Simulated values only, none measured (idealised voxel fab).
process module | voxel transistor to metal
cross-section cut | 175 nm wide | cells 5 nm
A cross-section is a grid of square cells, given in bands from the top down. A band is one or more rows of cells.
Each band's line starts with the height of the band's top and of its bottom, in nm. Then come its materials from left to right, each with its width in nm. One material with "throughout" fills the band from edge to edge. "air" is empty space.
Height 0 is the level under which the wafer as received is all one material. The lowest band goes on downwards, as in "0 down".
A width such as "30 to 40" changes by the same amount from each row of cells to the next, from the band's top row to its bottom row.
"no change" after a step means that no cell of the cross-section changed.
closed voids: empty space of 8 cells or more with no open way to the top, each as width x height at its distance from the left edge, in nm
after a step's settings: what the simulator itself notes on the step
overlay nm, on a step with a mask: how far to the right of its planned place the mask lay; to the left if negative
Each pair below shows a cross-section before one step and the cross-section after it, down to the lowest band that changed. The line under each pair gives the step between them, with its settings. The pairs can come from different runs of this module on the same starting wafer, so a pair continues from the pair above only where its "before" says so.
before
  130 to 115: resist 40 | air 20 | resist 55 | air 20 | resist 40
  115 to 100: aC 40 | air 20 | aC 55 | air 20 | aC 40
  100 to 70: lowk throughout
  70 to 65: SiCN throughout
  65 to 40: SiO2 40 | W 20 | SiO2 55 | W 20 | SiO2 40
  40 to 35: SiO2 40 | TiN 20 | SiO2 55 | TiN 20 | SiO2 40
  35 to 20: SiO2 40 | TiN 5 | Ru 10 | TiN 5 | SiO2 55 | TiN 5 | Ru 10 | TiN 5 | SiO2 40
  20 to 5: SiO2 40 | TiN 5 | Ru 10 | TiN 5 | SiN 10 | HfO2 5 | TiN 5 | W 15 | TiN 5 | HfO2 5 | SiN 10 | TiN 5 | Ru 10 | TiN 5 | SiO2 40
  5 to 0: SiO2 30 | SiN 10 | TiN 20 | SiN 10 | HfO2 5 | TiN 5 | W 15 | TiN 5 | HfO2 5 | SiN 10 | TiN 20 | SiN 10 | SiO2 30
  0 to -5: SiO2 30 | SiN 10 | TiN 10 | SiGe 10 | SiN 10 | HfO2 5 | TiN 25 | HfO2 5 | SiN 10 | SiGe 10 | TiN 10 | SiN 10 | SiO2 30
  -5 to -10: SiO2 40 | TiN 10 | SiGe 10 | SiO2 5 | HfO2 45 | SiO2 5 | SiGe 10 | TiN 10 | SiO2 40
  -10 to -20: SiO2 40 | SiGe 20 | Si 55 | SiGe 20 | SiO2 40
  -20 to -40: SiO2 40 | Si 95 | SiO2 40
  -40 down: Si throughout
  closed voids: none
after
  115 to 100: aC 40 | air 20 | aC 55 | air 20 | aC 40
  below 100: unchanged
  closed voids: none
the step between: op STRIP | etch materials resist
before: the cross-section after the pair above
after
  115 to 100: aC 40 | air 20 | aC 55 | air 20 | aC 40
  100 to 85: lowk 40 | air 20 | lowk 55 | air 20 | lowk 40
  below 85: unchanged
  closed voids: none
the step between: op DIRECTIONAL_ETCH | etch materials lowk | depth nm 15
before: the cross-section after the pair above
after
  100 to 85: lowk 40 | air 20 | lowk 55 | air 20 | lowk 40
  below 85: unchanged
  closed voids: none
the step between: op STRIP | etch materials aC
before: the cross-section after the pair above
after
  115 to 100: aC 40 | air 20 | aC 55 | air 20 | aC 40
  100 to 85: lowk 40 | aC 20 | lowk 55 | aC 20 | lowk 40
  below 85: unchanged
  closed voids: none
the step between: op DIRECTIONAL_DEP | material aC | thk nm 15
before: the cross-section after the pair above
after
  145 to 115: resist 40 | air 15 | resist 60 | air 15 | resist 45
  115 to 100: aC 40 | air 15 | resist 5 | aC 55 | air 15 | resist 5 | aC 40
  below 100: unchanged
  closed voids: none
the step between: op PATTERN | tone open | mask id METAL_2_HOLES | material resist | width nm 15 | pitch nm 75 | thk nm 30 | overlay nm 0
before: the cross-section after the pair above
after
  130 to 115: resist 40 | air 15 | resist 60 | air 15 | resist 45
  115 to 100: aC 40 | air 15 | resist 5 | aC 55 | air 15 | resist 5 | aC 40
  100 to 85: lowk 40 | air 15 | aC 5 | lowk 55 | air 15 | aC 5 | lowk 40
  below 85: unchanged
  closed voids: none
the step between: op DIRECTIONAL_ETCH | etch materials aC | depth nm 15
before: the cross-section after the pair above
after
  115 to 100: aC 40 | air 20 | aC 55 | air 20 | aC 40
  below 100: unchanged
  closed voids: none
the step between: op STRIP | etch materials resist
before: the cross-section after the pair above
after
  115 to 100: aC 40 | air 20 | aC 55 | air 20 | aC 40
  100 to 85: lowk 40 | air 15 | aC 5 | lowk 55 | air 15 | aC 5 | lowk 40
  85 to 70: lowk 40 | air 15 | lowk 60 | air 15 | lowk 45
  below 70: unchanged
  closed voids: none
the step between: op DIRECTIONAL_ETCH | etch materials lowk | depth nm 15
before: the cross-section after the pair above
after
  115 to 100: aC 40 | air 20 | aC 55 | air 20 | aC 40
  100 to 85: lowk 40 | air 15 | aC 5 | lowk 55 | air 15 | aC 5 | lowk 40
  85 to 70: lowk 40 | air 15 | lowk 60 | air 15 | lowk 45
  70 to 65: SiCN 40 | air 15 | SiCN 60 | air 15 | SiCN 45
  below 65: unchanged
  closed voids: none
the step between: op DIRECTIONAL_ETCH | etch materials SiCN | depth nm 5
before: the cross-section after the pair above
after
  100 to 85: lowk 40 | air 20 | lowk 55 | air 20 | lowk 40
  below 85: unchanged
  closed voids: none
the step between: op STRIP | etch materials aC
before: the cross-section after the pair above
after
  105 to 100: TiN 45 | air 10 | TiN 65 | air 10 | TiN 45
  100 to 90: lowk 40 | TiN 5 | air 10 | TiN 5 | lowk 55 | TiN 5 | air 10 | TiN 5 | lowk 40
  90 to 85: lowk 40 | TiN 5 | air 5 | TiN 10 | lowk 55 | TiN 5 | air 5 | TiN 10 | lowk 40
  85 to 70: lowk 40 | TiN 5 | air 5 | TiN 5 | lowk 60 | TiN 5 | air 5 | TiN 5 | lowk 45
  70 to 65: SiCN 40 | TiN 15 | SiCN 60 | TiN 15 | SiCN 45
  below 65: unchanged
  closed voids: none
the step between: op CONFORMAL_DEP | material TiN | thk nm 5
before: the cross-section after the pair above
after
  110 to 105: Cu throughout
  105 to 100: TiN 45 | Cu 10 | TiN 65 | Cu 10 | TiN 45
  100 to 90: lowk 40 | TiN 5 | Cu 10 | TiN 5 | lowk 55 | TiN 5 | Cu 10 | TiN 5 | lowk 40
  90 to 85: lowk 40 | TiN 5 | Cu 5 | TiN 10 | lowk 55 | TiN 5 | Cu 5 | TiN 10 | lowk 40
  85 to 70: lowk 40 | TiN 5 | Cu 5 | TiN 5 | lowk 60 | TiN 5 | Cu 5 | TiN 5 | lowk 45
  below 70: unchanged
  closed voids: none
the step between: op FILL_DEP | material Cu | thk nm 5
before: the cross-section after the pair above
after
  100 to 90: lowk 40 | TiN 5 | Cu 10 | TiN 5 | lowk 55 | TiN 5 | Cu 10 | TiN 5 | lowk 40
  below 90: unchanged
  closed voids: none
the step between: op CMP | height nm 100
before: the cross-section after the pair above
after
  105 to 100: SiN throughout
  below 100: unchanged
  closed voids: none
the step between: op CONFORMAL_DEP | material SiN | thk nm 5
before
  115 to 100: aC throughout
  100 to 70: lowk throughout
  70 to 65: SiCN throughout
  65 to 40: SiO2 40 | W 20 | SiO2 55 | W 20 | SiO2 40
  40 to 35: SiO2 40 | TiN 20 | SiO2 55 | TiN 20 | SiO2 40
  35 to 20: SiO2 40 | TiN 5 | Ru 10 | TiN 5 | SiO2 55 | TiN 5 | Ru 10 | TiN 5 | SiO2 40
  20 to 5: SiO2 40 | TiN 5 | Ru 10 | TiN 5 | SiO2 5 | SiN 10 | HfO2 5 | TiN 5 | W 5 | TiN 5 | HfO2 5 | SiN 10 | SiO2 5 | TiN 5 | Ru 10 | TiN 5 | SiO2 40
  5 to 0: SiO2 30 | SiN 10 | TiN 5 | Ru 5 | TiN 10 | SiO2 5 | SiN 10 | HfO2 5 | TiN 5 | W 5 | TiN 5 | HfO2 5 | SiN 10 | SiO2 5 | TiN 10 | Ru 5 | TiN 5 | SiN 10 | SiO2 30
  0 to -5: SiO2 30 | SiN 10 | TiN 5 | Ru 5 | TiN 5 | SiGe 10 | SiN 10 | HfO2 5 | TiN 15 | HfO2 5 | SiN 10 | SiGe 10 | TiN 5 | Ru 5 | TiN 5 | SiN 10 | SiO2 30
  -5 to -10: SiO2 40 | TiN 15 | SiGe 10 | SiO2 5 | HfO2 35 | SiO2 5 | SiGe 10 | TiN 15 | SiO2 40
  -10 to -20: SiO2 40 | SiGe 25 | Si 45 | SiGe 25 | SiO2 40
  -20 to -40: SiO2 40 | Si 95 | SiO2 40
  -40 down: Si throughout
  closed voids: none
after
  145 to 115: resist 45 | air 20 | resist 55 | air 20 | resist 35
  below 115: unchanged
  closed voids: none
the step between: op PATTERN | tone open | mask id METAL_2 | material resist | width nm 20 | pitch nm 75 | thk nm 30 | overlay nm 5
before: the cross-section after the pair above
after
  130 to 115: resist 45 | air 20 | resist 55 | air 20 | resist 35
  115 to 100: aC 45 | air 20 | aC 55 | air 20 | aC 35
  below 100: unchanged
  closed voids: none
the step between: op DIRECTIONAL_ETCH | etch materials aC | depth nm 15
before: the cross-section after the pair above
after
  115 to 100: aC 45 | air 20 | aC 55 | air 20 | aC 35
  below 100: unchanged
  closed voids: none
the step between: op STRIP | etch materials resist
before: the cross-section after the pair above
after
  115 to 100: aC 45 | air 20 | aC 55 | air 20 | aC 35
  100 to 85: lowk 45 | air 20 | lowk 55 | air 20 | lowk 35
  below 85: unchanged
  closed voids: none
the step between: op DIRECTIONAL_ETCH | etch materials lowk | depth nm 15
before: the cross-section after the pair above
after
  100 to 85: lowk 45 | air 20 | lowk 55 | air 20 | lowk 35
  below 85: unchanged
  closed voids: none
the step between: op STRIP | etch materials aC
before: the cross-section after the pair above
after
  115 to 100: aC 45 | air 20 | aC 55 | air 20 | aC 35
  100 to 85: lowk 45 | aC 20 | lowk 55 | aC 20 | lowk 35
  below 85: unchanged
  closed voids: none
the step between: op DIRECTIONAL_DEP | material aC | thk nm 15
before: the cross-section after the pair above
after
  145 to 115: resist 40 | air 15 | resist 60 | air 15 | resist 45
  115 to 100: aC 45 | air 10 | resist 10 | aC 55 | air 10 | resist 10 | aC 35
  below 100: unchanged
  closed voids: none
the step between: op PATTERN | tone open | mask id METAL_2_HOLES | material resist | width nm 15 | pitch nm 75 | thk nm 30 | overlay nm 0
before: the cross-section after the pair above
after
  130 to 115: resist 40 | air 15 | resist 60 | air 15 | resist 45
  115 to 100: aC 40 | air 15 | resist 10 | aC 50 | air 15 | resist 10 | aC 35
  100 to 85: lowk 45 | air 10 | aC 10 | lowk 55 | air 10 | aC 10 | lowk 35
  below 85: unchanged
  closed voids: none
the step between: op DIRECTIONAL_ETCH | etch materials aC | depth nm 15
before: the cross-section after the pair above
after
  115 to 100: aC 40 | air 25 | aC 50 | air 25 | aC 35
  below 100: unchanged
  closed voids: none
the step between: op STRIP | etch materials resist
before: the cross-section after the pair above
after
  115 to 100: aC 40 | air 25 | aC 50 | air 25 | aC 35
  100 to 85: lowk 40 | air 15 | aC 10 | lowk 50 | air 15 | aC 10 | lowk 35
  85 to 70: lowk 45 | air 10 | lowk 65 | air 10 | lowk 45
  below 70: unchanged
  closed voids: none
the step between: op DIRECTIONAL_ETCH | etch materials lowk | depth nm 15
before: the cross-section after the pair above
after
  115 to 100: aC 40 | air 25 | aC 50 | air 25 | aC 35
  100 to 85: lowk 40 | air 15 | aC 10 | lowk 50 | air 15 | aC 10 | lowk 35
  85 to 70: lowk 45 | air 10 | lowk 65 | air 10 | lowk 45
  70 to 65: SiCN 45 | air 10 | SiCN 65 | air 10 | SiCN 45
  below 65: unchanged
  closed voids: none
the step between: op DIRECTIONAL_ETCH | etch materials SiCN | depth nm 5
before: the cross-section after the pair above
after
  100 to 85: lowk 40 | air 25 | lowk 50 | air 25 | lowk 35
  below 85: unchanged
  closed voids: none
the step between: op STRIP | etch materials aC
before: the cross-section after the pair above
after
  105 to 100: TiN 45 | air 15 | TiN 60 | air 15 | TiN 40
  100 to 90: lowk 40 | TiN 5 | air 15 | TiN 5 | lowk 50 | TiN 5 | air 15 | TiN 5 | lowk 35
  90 to 85: lowk 40 | TiN 25 | lowk 50 | TiN 25 | lowk 35
  85 to 70: lowk 45 | TiN 10 | lowk 65 | TiN 10 | lowk 45
  70 to 65: SiCN 45 | TiN 10 | SiCN 65 | TiN 10 | SiCN 45
  below 65: unchanged
  closed voids: none
the step between: op CONFORMAL_DEP | material TiN | thk nm 5
before: the cross-section after the pair above
after
  110 to 105: Cu throughout
  105 to 100: TiN 45 | Cu 15 | TiN 60 | Cu 15 | TiN 40
  100 to 90: lowk 40 | TiN 5 | Cu 15 | TiN 5 | lowk 50 | TiN 5 | Cu 15 | TiN 5 | lowk 35
  below 90: unchanged
  closed voids: none
the step between: op FILL_DEP | material Cu | thk nm 5
before: the cross-section after the pair above
after
  100 to 90: lowk 40 | TiN 5 | Cu 15 | TiN 5 | lowk 50 | TiN 5 | Cu 15 | TiN 5 | lowk 35
  below 90: unchanged
  closed voids: none
the step between: op CMP | height nm 100
before: the cross-section after the pair above
after
  105 to 100: SiN throughout
  below 100: unchanged
  closed voids: none
the step between: op CONFORMAL_DEP | material SiN | thk nm 5
before
  65 to 40: SiO2 40 | W 20 | SiO2 55 | W 20 | SiO2 40
  40 to 35: SiO2 40 | TiN 20 | SiO2 55 | TiN 20 | SiO2 40
  35 to 20: SiO2 40 | TiN 5 | Ru 10 | TiN 5 | SiO2 55 | TiN 5 | Ru 10 | TiN 5 | SiO2 40
  20 to 5: SiO2 40 | TiN 5 | Ru 10 | TiN 5 | SiO2 5 | SiN 10 | HfO2 5 | TiN 5 | W 5 | TiN 5 | HfO2 5 | SiN 10 | SiO2 5 | TiN 5 | Ru 10 | TiN 5 | SiO2 40
  5 to 0: SiO2 30 | SiN 10 | TiN 5 | Ru 5 | TiN 10 | SiO2 5 | SiN 10 | HfO2 5 | TiN 5 | W 5 | TiN 5 | HfO2 5 | SiN 10 | SiO2 5 | TiN 10 | Ru 5 | TiN 5 | SiN 10 | SiO2 30
  0 to -5: SiO2 30 | SiN 10 | TiN 5 | Ru 5 | TiN 5 | SiGe 10 | SiN 10 | HfO2 5 | TiN 15 | HfO2 5 | SiN 10 | SiGe 10 | TiN 5 | Ru 5 | TiN 5 | SiN 10 | SiO2 30
  -5 to -10: SiO2 40 | TiN 15 | SiGe 10 | SiO2 5 | HfO2 35 | SiO2 5 | SiGe 10 | TiN 15 | SiO2 40
  -10 to -20: SiO2 40 | SiGe 25 | Si 45 | SiGe 25 | SiO2 40
  -20 to -40: SiO2 40 | Si 95 | SiO2 40
  -40 down: Si throughout
  closed voids: none
after
  70 to 65: Ru throughout
  below 65: unchanged
  closed voids: none
the step between: op CONFORMAL_DEP | material Ru | thk nm 5
before: the cross-section after the pair above
after
  100 to 70: lowk throughout
  below 70: unchanged
  closed voids: none
the step between: op DIRECTIONAL_DEP | material lowk | thk nm 30
before: the cross-section after the pair above
after
  115 to 100: aC throughout
  below 100: unchanged
  closed voids: none
the step between: op DIRECTIONAL_DEP | material aC | thk nm 15
before: the cross-section after the pair above
after
  145 to 115: resist 40 | air 20 | resist 55 | air 20 | resist 40
  below 115: unchanged
  closed voids: none
the step between: op PATTERN | tone open | mask id METAL_2 | material resist | width nm 20 | pitch nm 75 | thk nm 30 | overlay nm 0
before: the cross-section after the pair above
after
  130 to 115: resist 40 | air 20 | resist 55 | air 20 | resist 40
  115 to 100: aC 40 | air 20 | aC 55 | air 20 | aC 40
  below 100: unchanged
  closed voids: none
the step between: op DIRECTIONAL_ETCH | etch materials aC | depth nm 15
before: the cross-section after the pair above
after
  115 to 100: aC 40 | air 20 | aC 55 | air 20 | aC 40
  below 100: unchanged
  closed voids: none
the step between: op STRIP | etch materials resist
before: the cross-section after the pair above
after
  115 to 100: aC 40 | air 20 | aC 55 | air 20 | aC 40
  100 to 85: lowk 40 | air 20 | lowk 55 | air 20 | lowk 40
  below 85: unchanged
  closed voids: none
the step between: op DIRECTIONAL_ETCH | etch materials lowk | depth nm 15
before: the cross-section after the pair above
after
  100 to 85: lowk 40 | air 20 | lowk 55 | air 20 | lowk 40
  below 85: unchanged
  closed voids: none
the step between: op STRIP | etch materials aC
before: the cross-section after the pair above
after
  115 to 100: aC 40 | air 20 | aC 55 | air 20 | aC 40
  100 to 85: lowk 40 | aC 20 | lowk 55 | aC 20 | lowk 40
  below 85: unchanged
  closed voids: none
the step between: op DIRECTIONAL_DEP | material aC | thk nm 15
before: the cross-section after the pair above
after
  145 to 115: resist 40 | air 15 | resist 60 | air 15 | resist 45
  115 to 100: aC 40 | air 15 | resist 5 | aC 55 | air 15 | resist 5 | aC 40
  below 100: unchanged
  closed voids: none
the step between: op PATTERN | tone open | mask id METAL_2_HOLES | material resist | width nm 15 | pitch nm 75 | thk nm 30 | overlay nm 0
before: the cross-section after the pair above
after
  130 to 115: resist 40 | air 15 | resist 60 | air 15 | resist 45
  115 to 100: aC 40 | air 15 | resist 5 | aC 55 | air 15 | resist 5 | aC 40
  100 to 85: lowk 40 | air 15 | aC 5 | lowk 55 | air 15 | aC 5 | lowk 40
  below 85: unchanged
  closed voids: none
the step between: op DIRECTIONAL_ETCH | etch materials aC | depth nm 15
before: the cross-section after the pair above
after
  115 to 100: aC 40 | air 20 | aC 55 | air 20 | aC 40
  below 100: unchanged
  closed voids: none
the step between: op STRIP | etch materials resist
before: the cross-section after the pair above
after
  115 to 100: aC 40 | air 20 | aC 55 | air 20 | aC 40
  100 to 85: lowk 40 | air 15 | aC 5 | lowk 55 | air 15 | aC 5 | lowk 40
  85 to 70: lowk 40 | air 15 | lowk 60 | air 15 | lowk 45
  below 70: unchanged
  closed voids: none
the step between: op DIRECTIONAL_ETCH | etch materials lowk | depth nm 15
before: the cross-section after the pair above
after
  100 to 85: lowk 40 | air 20 | lowk 55 | air 20 | lowk 40
  below 85: unchanged
  closed voids: none
the step between: op STRIP | etch materials aC
before: the cross-section after the pair above
after
  105 to 100: TiN 45 | air 10 | TiN 65 | air 10 | TiN 45
  100 to 90: lowk 40 | TiN 5 | air 10 | TiN 5 | lowk 55 | TiN 5 | air 10 | TiN 5 | lowk 40
  90 to 85: lowk 40 | TiN 5 | air 5 | TiN 10 | lowk 55 | TiN 5 | air 5 | TiN 10 | lowk 40
  85 to 75: lowk 40 | TiN 5 | air 5 | TiN 5 | lowk 60 | TiN 5 | air 5 | TiN 5 | lowk 45
  75 to 70: lowk 40 | TiN 15 | lowk 60 | TiN 15 | lowk 45
  below 70: unchanged
  closed voids: none
the step between: op CONFORMAL_DEP | material TiN | thk nm 5
before: the cross-section after the pair above
after
  110 to 105: Cu throughout
  105 to 100: TiN 45 | Cu 10 | TiN 65 | Cu 10 | TiN 45
  100 to 90: lowk 40 | TiN 5 | Cu 10 | TiN 5 | lowk 55 | TiN 5 | Cu 10 | TiN 5 | lowk 40
  90 to 85: lowk 40 | TiN 5 | Cu 5 | TiN 10 | lowk 55 | TiN 5 | Cu 5 | TiN 10 | lowk 40
  85 to 75: lowk 40 | TiN 5 | Cu 5 | TiN 5 | lowk 60 | TiN 5 | Cu 5 | TiN 5 | lowk 45
  below 75: unchanged
  closed voids: none
the step between: op FILL_DEP | material Cu | thk nm 5
before: the cross-section after the pair above
after
  100 to 90: lowk 40 | TiN 5 | Cu 10 | TiN 5 | lowk 55 | TiN 5 | Cu 10 | TiN 5 | lowk 40
  below 90: unchanged
  closed voids: none
the step between: op CMP | height nm 100
before: the cross-section after the pair above
after
  105 to 100: SiN throughout
  below 100: unchanged
  closed voids: none
the step between: op CONFORMAL_DEP | material SiN | thk nm 5
before
  35 to 20: SiO2 throughout
  20 to 5: SiO2 65 | SiN 10 | HfO2 5 | TiN 5 | W 5 | TiN 5 | HfO2 5 | SiN 10 | SiO2 65
  5 to 0: SiO2 30 | SiN 10 | SiO2 25 | SiN 10 | HfO2 5 | TiN 5 | W 5 | TiN 5 | HfO2 5 | SiN 10 | SiO2 25 | SiN 10 | SiO2 30
  0 to -5: SiO2 30 | SiN 10 | SiO2 15 | SiGe 10 | SiN 10 | HfO2 5 | TiN 15 | HfO2 5 | SiN 10 | SiGe 10 | SiO2 15 | SiN 10 | SiO2 30
  -5 to -10: SiO2 55 | SiGe 10 | SiO2 5 | HfO2 35 | SiO2 5 | SiGe 10 | SiO2 55
  -10 to -20: SiO2 40 | SiGe 25 | Si 45 | SiGe 25 | SiO2 40
  -20 to -40: SiO2 40 | Si 95 | SiO2 40
  -40 down: Si throughout
  closed voids: none
after
  35 to 20: air 40 | SiO2 20 | air 55 | SiO2 20 | air 40
  20 to 5: air 40 | SiO2 20 | air 5 | SiN 10 | HfO2 5 | TiN 5 | W 5 | TiN 5 | HfO2 5 | SiN 10 | air 5 | SiO2 20 | air 40
  5 to 0: air 30 | SiN 10 | SiO2 20 | air 5 | SiN 10 | HfO2 5 | TiN 5 | W 5 | TiN 5 | HfO2 5 | SiN 10 | air 5 | SiO2 20 | SiN 10 | air 30
  0 to -5: air 30 | SiN 10 | SiO2 15 | SiGe 10 | SiN 10 | HfO2 5 | TiN 15 | HfO2 5 | SiN 10 | SiGe 10 | SiO2 15 | SiN 10 | air 30
  -5 to -10: air 30 | SiO2 25 | SiGe 10 | SiO2 5 | HfO2 35 | SiO2 5 | SiGe 10 | SiO2 25 | air 30
  below -10: unchanged
  closed voids: none
the step between: op MASKED_ETCH | tone cover | mask id CONTACT | width nm 20 | pitch nm 75 | etch materials SiO2 | depth nm 45 | overlay nm 0
before: the cross-section after the pair above
after
  40 to 35: air 35 | TiN 30 | air 45 | TiN 30 | air 35
  35 to 25: air 35 | TiN 5 | SiO2 20 | TiN 5 | air 45 | TiN 5 | SiO2 20 | TiN 5 | air 35
  25 to 20: air 35 | TiN 5 | SiO2 20 | TiN 55 | SiO2 20 | TiN 5 | air 35
  20 to 10: air 35 | TiN 5 | SiO2 20 | TiN 5 | SiN 10 | HfO2 5 | TiN 5 | W 5 | TiN 5 | HfO2 5 | SiN 10 | TiN 5 | SiO2 20 | TiN 5 | air 35
  10 to 5: air 25 | TiN 15 | SiO2 20 | TiN 5 | SiN 10 | HfO2 5 | TiN 5 | W 5 | TiN 5 | HfO2 5 | SiN 10 | TiN 5 | SiO2 20 | TiN 15 | air 25
  5 to 0: air 25 | TiN 5 | SiN 10 | SiO2 20 | TiN 5 | SiN 10 | HfO2 5 | TiN 5 | W 5 | TiN 5 | HfO2 5 | SiN 10 | TiN 5 | SiO2 20 | SiN 10 | TiN 5 | air 25
  0 to -5: air 25 | TiN 5 | SiN 10 | SiO2 15 | SiGe 10 | SiN 10 | HfO2 5 | TiN 15 | HfO2 5 | SiN 10 | SiGe 10 | SiO2 15 | SiN 10 | TiN 5 | air 25
  -5 to -10: TiN 30 | SiO2 25 | SiGe 10 | SiO2 5 | HfO2 35 | SiO2 5 | SiGe 10 | SiO2 25 | TiN 30
  below -10: unchanged
  closed voids: none
the step between: op CONFORMAL_DEP | material TiN | thk nm 5
before: the cross-section after the pair above
after
  45 to 40: Ru throughout
  40 to 35: Ru 35 | TiN 30 | Ru 45 | TiN 30 | Ru 35
  35 to 25: Ru 35 | TiN 5 | SiO2 20 | TiN 5 | Ru 45 | TiN 5 | SiO2 20 | TiN 5 | Ru 35
  25 to 20: Ru 35 | TiN 5 | SiO2 20 | TiN 55 | SiO2 20 | TiN 5 | Ru 35
  20 to 10: Ru 35 | TiN 5 | SiO2 20 | TiN 5 | SiN 10 | HfO2 5 | TiN 5 | W 5 | TiN 5 | HfO2 5 | SiN 10 | TiN 5 | SiO2 20 | TiN 5 | Ru 35
  10 to 5: Ru 25 | TiN 15 | SiO2 20 | TiN 5 | SiN 10 | HfO2 5 | TiN 5 | W 5 | TiN 5 | HfO2 5 | SiN 10 | TiN 5 | SiO2 20 | TiN 15 | Ru 25
  5 to 0: Ru 25 | TiN 5 | SiN 10 | SiO2 20 | TiN 5 | SiN 10 | HfO2 5 | TiN 5 | W 5 | TiN 5 | HfO2 5 | SiN 10 | TiN 5 | SiO2 20 | SiN 10 | TiN 5 | Ru 25
  0 to -5: Ru 25 | TiN 5 | SiN 10 | SiO2 15 | SiGe 10 | SiN 10 | HfO2 5 | TiN 15 | HfO2 5 | SiN 10 | SiGe 10 | SiO2 15 | SiN 10 | TiN 5 | Ru 25
  below -5: unchanged
  closed voids: none
the step between: op FILL_DEP | material Ru | thk nm 5
before: the cross-section after the pair above
after
  35 to 25: Ru 35 | TiN 5 | SiO2 20 | TiN 5 | Ru 45 | TiN 5 | SiO2 20 | TiN 5 | Ru 35
  below 25: unchanged
  closed voids: none
the step between: op CMP | height nm 35
before: the cross-section after the pair above
after
  40 to 35: TiN throughout
  below 35: unchanged
  closed voids: none
the step between: op DIRECTIONAL_DEP | material TiN | thk nm 5
before: the cross-section after the pair above
after
  65 to 40: W throughout
  below 40: unchanged
  closed voids: none
the step between: op DIRECTIONAL_DEP | material W | thk nm 25
before: the cross-section after the pair above
after
  80 to 65: aC throughout
  below 65: unchanged
  closed voids: none
the step between: op DIRECTIONAL_DEP | material aC | thk nm 15
before: the cross-section after the pair above
after
  115 to 80: air 40 | resist 20 | air 55 | resist 20 | air 40
  below 80: unchanged
  closed voids: none
the step between: op PATTERN | tone cover | mask id METAL_1 | material resist | width nm 20 | pitch nm 75 | thk nm 35 | overlay nm 0
before: the cross-section after the pair above
after
  100 to 80: air 40 | resist 20 | air 55 | resist 20 | air 40
  80 to 65: air 40 | aC 20 | air 55 | aC 20 | air 40
  below 65: unchanged
  closed voids: none
the step between: op DIRECTIONAL_ETCH | etch materials aC | depth nm 15
before: the cross-section after the pair above
after
  80 to 65: air 40 | aC 20 | air 55 | aC 20 | air 40
  below 65: unchanged
  closed voids: none
the step between: op STRIP | etch materials resist
before: the cross-section after the pair above
after
  80 to 65: air 40 | aC 20 | air 55 | aC 20 | air 40
  65 to 40: air 40 | W 20 | air 55 | W 20 | air 40
  below 40: unchanged
  closed voids: none
the step between: op DIRECTIONAL_ETCH | etch materials W | depth nm 25
before: the cross-section after the pair above
after
  80 to 65: air 40 | aC 20 | air 55 | aC 20 | air 40
  65 to 40: air 40 | W 20 | air 55 | W 20 | air 40
  40 to 35: air 40 | TiN 20 | air 55 | TiN 20 | air 40
  below 35: unchanged
  closed voids: none
the step between: op DIRECTIONAL_ETCH | etch materials TiN | depth nm 5
before: the cross-section after the pair above
after
  65 to 40: air 40 | W 20 | air 55 | W 20 | air 40
  below 40: unchanged
  closed voids: none
the step between: op STRIP | etch materials aC
before: the cross-section after the pair above
after
  70 to 65: SiO2 throughout
  65 to 40: SiO2 40 | W 20 | SiO2 55 | W 20 | SiO2 40
  40 to 35: SiO2 40 | TiN 20 | SiO2 55 | TiN 20 | SiO2 40
  below 35: unchanged
  closed voids: none
the step between: op FILL_DEP | material SiO2 | thk nm 5
before: the cross-section after the pair above
after
  65 to 40: SiO2 40 | W 20 | SiO2 55 | W 20 | SiO2 40
  below 40: unchanged
  closed voids: none
the step between: op CMP | height nm 65
before: the cross-section after the pair above
after
  70 to 65: SiCN throughout
  below 65: unchanged
  closed voids: none
the step between: op CONFORMAL_DEP | material SiCN | thk nm 5
before: the cross-section after the pair above
after
  100 to 70: lowk throughout
  below 70: unchanged
  closed voids: none
the step between: op DIRECTIONAL_DEP | material lowk | thk nm 30
before: the cross-section after the pair above
after
  115 to 100: aC throughout
  below 100: unchanged
  closed voids: none
the step between: op DIRECTIONAL_DEP | material aC | thk nm 15
before: the cross-section after the pair above
after
  145 to 115: resist 40 | air 20 | resist 55 | air 20 | resist 40
  below 115: unchanged
  closed voids: none
the step between: op PATTERN | tone open | mask id METAL_2 | material resist | width nm 20 | pitch nm 75 | thk nm 30 | overlay nm 0
before: the cross-section after the pair above
after
  130 to 115: resist 40 | air 20 | resist 55 | air 20 | resist 40
  115 to 100: aC 40 | air 20 | aC 55 | air 20 | aC 40
  below 100: unchanged
  closed voids: none
the step between: op DIRECTIONAL_ETCH | etch materials aC | depth nm 15
before: the cross-section after the pair above
after
  115 to 100: aC 40 | air 20 | aC 55 | air 20 | aC 40
  below 100: unchanged
  closed voids: none
the step between: op STRIP | etch materials resist
before: the cross-section after the pair above
after
  115 to 100: aC 40 | air 20 | aC 55 | air 20 | aC 40
  100 to 85: lowk 40 | air 20 | lowk 55 | air 20 | lowk 40
  below 85: unchanged
  closed voids: none
the step between: op DIRECTIONAL_ETCH | etch materials lowk | depth nm 15
before: the cross-section after the pair above
after
  100 to 85: lowk 40 | air 20 | lowk 55 | air 20 | lowk 40
  below 85: unchanged
  closed voids: none
the step between: op STRIP | etch materials aC
before: the cross-section after the pair above
after
  115 to 100: aC 40 | air 20 | aC 55 | air 20 | aC 40
  100 to 85: lowk 40 | aC 20 | lowk 55 | aC 20 | lowk 40
  below 85: unchanged
  closed voids: none
the step between: op DIRECTIONAL_DEP | material aC | thk nm 15
before: the cross-section after the pair above
after
  145 to 115: resist 40 | air 15 | resist 60 | air 15 | resist 45
  115 to 100: aC 40 | air 15 | resist 5 | aC 55 | air 15 | resist 5 | aC 40
  below 100: unchanged
  closed voids: none
the step between: op PATTERN | tone open | mask id METAL_2_HOLES | material resist | width nm 15 | pitch nm 75 | thk nm 30 | overlay nm 0
before: the cross-section after the pair above
after
  130 to 115: resist 40 | air 15 | resist 60 | air 15 | resist 45
  115 to 100: aC 40 | air 15 | resist 5 | aC 55 | air 15 | resist 5 | aC 40
  100 to 85: lowk 40 | air 15 | aC 5 | lowk 55 | air 15 | aC 5 | lowk 40
  below 85: unchanged
  closed voids: none
the step between: op DIRECTIONAL_ETCH | etch materials aC | depth nm 15
before: the cross-section after the pair above
after
  115 to 100: aC 40 | air 20 | aC 55 | air 20 | aC 40
  below 100: unchanged
  closed voids: none
the step between: op STRIP | etch materials resist
before: the cross-section after the pair above
after
  115 to 100: aC 40 | air 20 | aC 55 | air 20 | aC 40
  100 to 85: lowk 40 | air 15 | aC 5 | lowk 55 | air 15 | aC 5 | lowk 40
  85 to 70: lowk 40 | air 15 | lowk 60 | air 15 | lowk 45
  below 70: unchanged
  closed voids: none
the step between: op DIRECTIONAL_ETCH | etch materials lowk | depth nm 15
